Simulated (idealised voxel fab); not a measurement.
A process module follows: voxel transistor to metal.
Pictured: cross-section cut, 295 nm wide, on a grid of 5 nm square cells.
This document writes a cross-section as a grid whose cells are square, and gives it as bands, listed from the top down; one or more rows of cells form a band.
This entry defines a band. It first specifies the height of the band's top and the height of its bottom in nm, and then specifies the band's materials from left to right, stating each material with its width in nm. The word "all across" identifies a single material that fills the band from edge to edge, while the word "empty" identifies empty space.
Measure heights from 0. That's the level where, below it, the as-received wafer is all one material. The lowest band is bottomless and extends downward; write it as in "0 and below".
Width "30->40": first value at the band's top row of cells, second value at its bottom row, equal change from row to row.
Reading "no modification" for a step: not a cell of the cross-section changed in it.
The list in "Unvented internal voids" covers empty spaces of 8 cells or more that cannot reach the top through any open way, and it gives each as width x height at distance; the distance is from the left edge, and width, height and distance are in nm.
The remark found on a step's line after its settings is issued by the simulator itself and pertains to that step.
What "overlay nm" on a step's line means: if the step has a mask, that mask lay this far to the right of its planned place, or, when the value is negative, to the left.
List of planned process steps:
step 1: RECEIVE | material Si
step 2: OXIDIZE | depth nm 5
step 3: CONFORMAL_DEP | material SiN | thk nm 15
step 4: DIRECTIONAL_DEP | material aC | thk nm 10
step 5: PATTERN | tone cover | mask id ACTIVE | material resist | width nm 95 | pitch nm 125 | thk nm 30 | overlay nm 0
step 6: DIRECTIONAL_ETCH | etch materials aC | depth nm 10
step 7: STRIP | etch materials resist
step 8: DIRECTIONAL_ETCH | etch materials SiN | depth nm 15
step 9: DIRECTIONAL_ETCH | etch materials SiO2 | depth nm 5
step 10: DIRECTIONAL_ETCH | etch materials Si | depth nm 35
step 11: STRIP | etch materials aC
step 12: OXIDIZE | depth nm 5
step 13: FILL_DEP | material SiO2 | thk nm 15
step 14: CMP | height nm 15
step 15: SELECTIVE_ETCH | etch materials SiO2 | depth nm 5
step 16: STRIP | etch materials SiN
step 17: SELECTIVE_ETCH | etch materials SiO2 | depth nm 5
step 18: OXIDIZE | depth nm 5
step 19: DIRECTIONAL_DEP | material polySi | thk nm 30
step 20: DIRECTIONAL_DEP | material SiCN | thk nm 15
step 21: MASKED_ETCH | tone cover | mask id GATE | width nm 25 | pitch nm 125 | etch materials SiCN | depth nm 25 | overlay nm 0
step 22: MASKED_ETCH | tone cover | mask id GATE | width nm 25 | pitch nm 125 | etch materials polySi | depth nm 40 | overlay nm 0
step 23: CONFORMAL_DEP | material SiN | thk nm 5
step 24: DIRECTIONAL_ETCH | etch materials SiN | depth nm 5
step 25: DIRECTIONAL_ETCH | etch materials SiO2 | depth nm 5
step 26: EPI | material nSi | thk nm 5
step 27: FILL_DEP | material SiO2 | thk nm 5
step 28: CMP | height nm 40
step 29: DIRECTIONAL_DEP | material SiO2 | thk nm 10
step 30: DIRECTIONAL_DEP | material aC | thk nm 10
step 31: PATTERN | tone open | mask id CONTACT | material resist | width nm 25 | thk nm 30 | overlay nm 0
step 32: DIRECTIONAL_ETCH | etch materials aC | depth nm 10
step 33: STRIP | etch materials resist
step 34: DIRECTIONAL_ETCH | etch materials SiO2 | depth nm 55
step 35: STRIP | etch materials aC
step 36: CONFORMAL_DEP | material TiN | thk nm 5
step 37: FILL_DEP | material Ru | thk nm 10
step 38: CMP | height nm 50
step 39: DIRECTIONAL_DEP | material TiN | thk nm 5
step 40: DIRECTIONAL_DEP | material W | thk nm 15
step 41: DIRECTIONAL_DEP | material aC | thk nm 15
step 42: PATTERN | tone cover | mask id METAL_1 | material resist | width nm 15 | thk nm 35 | overlay nm 0
step 43: DIRECTIONAL_ETCH | etch materials aC | depth nm 15
step 44: STRIP | etch materials resist
step 45: DIRECTIONAL_ETCH | etch materials W | depth nm 15
step 46: DIRECTIONAL_ETCH | etch materials TiN | depth nm 5
step 47: STRIP | etch materials aC
step 48: FILL_DEP | material SiO2 | thk nm 5
step 49: CMP | height nm 70
step 50: CONFORMAL_DEP | material SiN | thk nm 5
Wafer as received: cross-section following step 1:
  0 and below = Si all across
  Unvented internal voids: none
Cross-section, end of module. Start: as above. Plan: as above. Execution: one mistake:
  75 down to 70 = SiN all across
  70 down to 55 = 40 of W; 15 of SiO2; 55 of W; 15 of SiO2; 40 of W; 15 of SiO2; 55 of W; 15 of SiO2; 45 of W
  55 down to 50 = 40 of TiN; 15 of SiO2; 55 of TiN; 15 of SiO2; 40 of TiN; 15 of SiO2; 55 of TiN; 15 of SiO2; 45 of TiN
  50 down to 40 = 40 of SiO2; 5 of TiN; 15 of Ru; 5 of TiN; 35 of SiO2; 5 of TiN; 15 of Ru; 5 of TiN; 40 of SiO2; 5 of TiN; 15 of Ru; 5 of TiN; 35 of SiO2; 5 of TiN; 15 of Ru; 5 of TiN; 45 of SiO2
  40 down to 25 = 40 of SiO2; 5 of TiN; 15 of Ru; 5 of TiN; 5 of SiN; 25 of SiCN; 5 of SiN; 5 of TiN; 15 of Ru; 5 of TiN; 40 of SiO2; 5 of TiN; 15 of Ru; 5 of TiN; 5 of SiN; 25 of SiCN; 5 of SiN; 5 of TiN; 15 of Ru; 5 of TiN; 45 of SiO2
  25 down to 5 = 40 of SiO2; 5 of TiN; 15 of Ru; 5 of TiN; 5 of SiN; 25 of polySi; 5 of SiN; 5 of TiN; 15 of Ru; 5 of TiN; 40 of SiO2; 5 of TiN; 15 of Ru; 5 of TiN; 5 of SiN; 25 of polySi; 5 of SiN; 5 of TiN; 15 of Ru; 5 of TiN; 45 of SiO2
  5 down to 0 = 30 of SiO2; 5 of SiN; 5 of SiO2; 5 of TiN; 15 of Ru; 5 of TiN; 5 of SiN; 25 of polySi; 5 of SiN; 5 of TiN; 15 of Ru; 5 of TiN; 5 of SiO2; 5 of SiN; 20 of SiO2; 5 of SiN; 5 of SiO2; 5 of TiN; 15 of Ru; 5 of TiN; 5 of SiN; 25 of polySi; 5 of SiN; 5 of TiN; 15 of Ru; 5 of TiN; 5 of SiO2; 5 of SiN; 35 of SiO2
  0 down to -5 = 30 of SiO2; 5 of SiN; 5 of SiO2; 25 of TiN; 5 of SiN; 25 of polySi; 5 of SiN; 25 of TiN; 5 of SiO2; 5 of SiN; 20 of SiO2; 5 of SiN; 5 of SiO2; 25 of TiN; 5 of SiN; 25 of polySi; 5 of SiN; 25 of TiN; 5 of SiO2; 5 of SiN; 35 of SiO2
  -5 down to -10 = 35 of SiO2; 30 of nSi; 35 of SiO2; 30 of nSi; 30 of SiO2; 30 of nSi; 35 of SiO2; 30 of nSi; 40 of SiO2
  -10 down to -45 = 40 of SiO2; 85 of Si; 40 of SiO2; 85 of Si; 45 of SiO2
  -45 and below = Si all across
  Unvented internal voids: none
In executing the process, a mistake was made relative to the plan: contrary to plan, step 42 was performed as PATTERN | tone open | mask id METAL_1 | material resist | width nm 15 | thk nm 35 | overlay nm 0
